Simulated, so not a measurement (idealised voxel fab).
Process module under the name voxel self aligned vias
Shown is cross-section cut, with a width of 240 nm and square cells of size 5 nm.
Bands, listed from the top down, are how a cross-section gets written in this document; the cross-section itself is a grid of square cells, and a band is one or more rows of them. Top, bottom (nm), then materials left to right with widths (nm); lone material tagged "throughout" fills the whole band edge to edge; "blank" = empty space. Below 0: as-received wafer, all one material; heights counted from there. Lowest band: no bottom, goes on down, written "0 down". Top row gets the first number, bottom row gets the second, and each row in between changes by the same step: that is how a band width like "30..40" works. Basically "nothing altered" means that step didn't change any cell in the cross-section. If an empty space has no open way to the top and is at least 8 cells in size, "Closed void inventory" lists it, written width x height at distance, where distance is measured from the left edge and every value is in nm. If you see something after the settings on a step's line, that's the simulator's own remark about that step. overlay nm: mask right of planned place by this much (step with mask). Neg. = left.

These are the steps we planned for the process
- 1: RECEIVE (material Si)
- 2: CONFORMAL_DEP (material SiO2; thk nm 10)
- 3: CONFORMAL_DEP (material SiCN; thk nm 5)
- 4: DIRECTIONAL_DEP (material lowk; thk nm 25)
- 5: PATTERN (tone open; mask id LINES; material resist; width nm 25; pitch nm 60; thk nm 20; overlay nm -15)
- 6: DIRECTIONAL_ETCH (etch materials lowk; depth nm 25)
- 7: STRIP (etch materials resist)
- 8: CONFORMAL_DEP (material TiN; thk nm 5)
- 9: FILL_DEP (material W; thk nm 5)
- 10: CMP (height nm 40)
- 11: SELECTIVE_ETCH (etch materials W Ru TiN; depth nm 10)
- 12: FILL_DEP (material SiN; thk nm 10)
- 13: CMP (height nm 40)
- 14: DIRECTIONAL_DEP (material lowk; thk nm 20)
- 15: DIRECTIONAL_DEP (material aC; thk nm 10)
- 16: PATTERN (tone open; mask id VIAS; material resist; width nm 45; pitch nm 120; thk nm 30; overlay nm 0)
- 17: DIRECTIONAL_ETCH (etch materials aC; depth nm 10)
- 18: STRIP (etch materials resist)
- 19: DIRECTIONAL_ETCH (etch materials lowk; depth nm 20)
- 20: DIRECTIONAL_ETCH (etch materials SiN; depth nm 10)
- 21: STRIP (etch materials aC)
- 22: CONFORMAL_DEP (material TiN; thk nm 5)
- 23: FILL_DEP (material Cu; thk nm 5)
- 24: CMP (height nm 60)
- 25: CONFORMAL_DEP (material SiN; thk nm 5)
The plan's step 5 overlay nm is the first wafer's value; the wafers differ in this setting and start identical.

Cross-section of the first incoming wafer of several, state after step 1
* 0 down | Si throughout
* Closed void inventory: none

Last step of the module is step 25; after it, the first of several wafers in cross-section
* 65 to 60 | SiN throughout
* 60 to 45 | lowk: 35 | TiN: 5 | Cu: 35 | TiN: 5 | lowk: 75 | TiN: 5 | Cu: 35 | TiN: 5 | lowk: 40
* 45 to 40 | lowk: 35 | TiN: 5 | Cu: 10 | TiN: 30 | lowk: 75 | TiN: 5 | Cu: 10 | TiN: 30 | lowk: 40
* 40 to 35 | lowk: 30 | SiN: 5 | TiN: 5 | Cu: 10 | TiN: 5 | lowk: 35 | SiN: 25 | lowk: 35 | SiN: 5 | TiN: 5 | Cu: 10 | TiN: 5 | lowk: 65
* 35 to 30 | lowk: 30 | SiN: 5 | TiN: 20 | lowk: 35 | SiN: 25 | lowk: 35 | SiN: 5 | TiN: 20 | lowk: 65
* 30 to 20 | lowk: 30 | TiN: 5 | W: 15 | TiN: 5 | lowk: 35 | TiN: 5 | W: 15 | TiN: 5 | lowk: 35 | TiN: 5 | W: 15 | TiN: 5 | lowk: 65
* 20 to 15 | lowk: 30 | TiN: 25 | lowk: 35 | TiN: 25 | lowk: 35 | TiN: 25 | lowk: 65
* 15 to 10 | SiCN throughout
* 10 to 0 | SiO2 throughout
* 0 down | Si throughout
* Closed void inventory: none

Of the several wafers, the last: cross-section at the end of the module
* 65 to 60 | SiN throughout
* 60 to 45 | lowk: 35 | TiN: 5 | Cu: 35 | TiN: 5 | lowk: 75 | TiN: 5 | Cu: 35 | TiN: 5 | lowk: 40
* 45 to 40 | lowk: 35 | TiN: 30 | Cu: 10 | TiN: 5 | lowk: 75 | TiN: 30 | Cu: 10 | TiN: 5 | lowk: 40
* 40 to 35 | lowk: 60 | TiN: 5 | Cu: 10 | TiN: 5 | SiN: 5 | lowk: 35 | SiN: 25 | lowk: 35 | TiN: 5 | Cu: 10 | TiN: 5 | SiN: 5 | lowk: 35
* 35 to 30 | lowk: 60 | TiN: 20 | SiN: 5 | lowk: 35 | SiN: 25 | lowk: 35 | TiN: 20 | SiN: 5 | lowk: 35
* 30 to 20 | lowk: 60 | TiN: 5 | W: 15 | TiN: 5 | lowk: 35 | TiN: 5 | W: 15 | TiN: 5 | lowk: 35 | TiN: 5 | W: 15 | TiN: 5 | lowk: 35
* 20 to 15 | lowk: 60 | TiN: 25 | lowk: 35 | TiN: 25 | lowk: 35 | TiN: 25 | lowk: 35
* 15 to 10 | SiCN throughout
* 10 to 0 | SiO2 throughout
* 0 down | Si throughout
* Closed void inventory: none

What follows is a table in which each wafer occupies a row; for the wafer as it stands at the close of the module, the row states, material by material, how many cells have been gained (+) or lost (-) since receipt, and then gives its closed voids
overlay nm -15 | +50 Cu | +48 SiCN | +62 SiN | +96 SiO2 | +65 TiN | +18 W | +285 lowk | Closed void inventory: none
overlay nm -10 | +54 Cu | +48 SiCN | +58 SiN | +96 SiO2 | +65 TiN | +18 W | +285 lowk | Closed void inventory: none
overlay nm -5 | +54 Cu | +48 SiCN | +58 SiN | +96 SiO2 | +65 TiN | +18 W | +285 lowk | Closed void inventory: none
overlay nm 0 | +54 Cu | +48 SiCN | +58 SiN | +96 SiO2 | +65 TiN | +18 W | +285 lowk | Closed void inventory: none
overlay nm 5 | +54 Cu | +48 SiCN | +58 SiN | +96 SiO2 | +65 TiN | +18 W | +285 lowk | Closed void inventory: none
overlay nm 10 | +54 Cu | +48 SiCN | +58 SiN | +96 SiO2 | +65 TiN | +18 W | +285 lowk | Closed void inventory: none
overlay nm 15 | +50 Cu | +48 SiCN | +62 SiN | +96 SiO2 | +65 TiN | +18 W | +285 lowk | Closed void inventory: none
